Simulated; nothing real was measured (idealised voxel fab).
process module | voxel self aligned vias
cross-section cut | 300 nm wide | cells 5 nm
A cross-section is a grid of square cells, given in bands from the top down. A band is one or more rows of cells.
Each band's line starts with the height of the band's top and of its bottom, in nm. Then come its materials from left to right, each with its width in nm. One material with "throughout" fills the band from edge to edge. "air" is empty space.
Height 0 is the level under which the wafer as received is all one material. The lowest band goes on downwards, as in "0 down".
A width such as "30 to 40" changes by the same amount from each row of cells to the next, from the band's top row to its bottom row.
"no change" after a step means that no cell of the cross-section changed.
closed voids: empty space of 8 cells or more with no open way to the top, each as width x height at its distance from the left edge, in nm
after a step's settings: what the simulator itself notes on the step
overlay nm, on a step with a mask: how far to the right of its planned place the mask lay; to the left if negative
plan
1 op RECEIVE | material Si
2 op CONFORMAL_DEP | material SiO2 | thk nm 10
3 op CONFORMAL_DEP | material SiCN | thk nm 5
4 op DIRECTIONAL_DEP | material SiO2 | thk nm 30
5 op DIRECTIONAL_DEP | material aC | thk nm 15
6 op PATTERN | tone open | mask id LINES | material resist | width nm 15 | pitch nm 55 | thk nm 30 | overlay nm 0
7 op DIRECTIONAL_ETCH | etch materials aC | depth nm 15
8 op STRIP | etch materials resist
9 op DIRECTIONAL_ETCH | etch materials SiO2 | depth nm 30
10 op STRIP | etch materials aC
11 op CONFORMAL_DEP | material TiN | thk nm 5
12 op FILL_DEP | material Ru | thk nm 10
13 op CMP | height nm 45
14 op SELECTIVE_ETCH | etch materials W Ru TiN | depth nm 5
15 op FILL_DEP | material SiN | thk nm 5
16 op CMP | height nm 45
17 op DIRECTIONAL_DEP | material SiO2 | thk nm 15
18 op MASKED_ETCH | tone open | mask id VIAS | width nm 30 | pitch nm 55 | etch materials SiO2 | depth nm 15 | overlay nm 0
19 op MASKED_ETCH | tone open | mask id VIAS | width nm 30 | pitch nm 55 | etch materials SiN | depth nm 5 | overlay nm 0
20 op CONFORMAL_DEP | material TiN | thk nm 5
21 op FILL_DEP | material Cu | thk nm 5
22 op CMP | height nm 60
23 op CONFORMAL_DEP | material SiCN | thk nm 5
varied across the wafers: width nm of step 6. The plan shows the first wafer's value. All wafers start alike
first wafer as received, after step 1
  0 down: Si throughout
  closed voids: none
each wafer at the end: cells of each material gained (+) or lost (-) since it was received, then its closed voids
width nm 15 | +27 Cu | +12 Ru | +120 SiCN | +552 SiO2 | +69 TiN | closed voids: none
width nm 20 | +30 Cu | +24 Ru | +120 SiCN | +534 SiO2 | +72 TiN | closed voids: none
width nm 25 | +33 Cu | +36 Ru | +120 SiCN | +516 SiO2 | +75 TiN | closed voids: none
width nm 30 | +36 Cu | +48 Ru | +120 SiCN | +498 SiO2 | +78 TiN | closed voids: none
width nm 35 | +36 Cu | +60 Ru | +120 SiCN | +3 SiN | +480 SiO2 | +81 TiN | closed voids: none
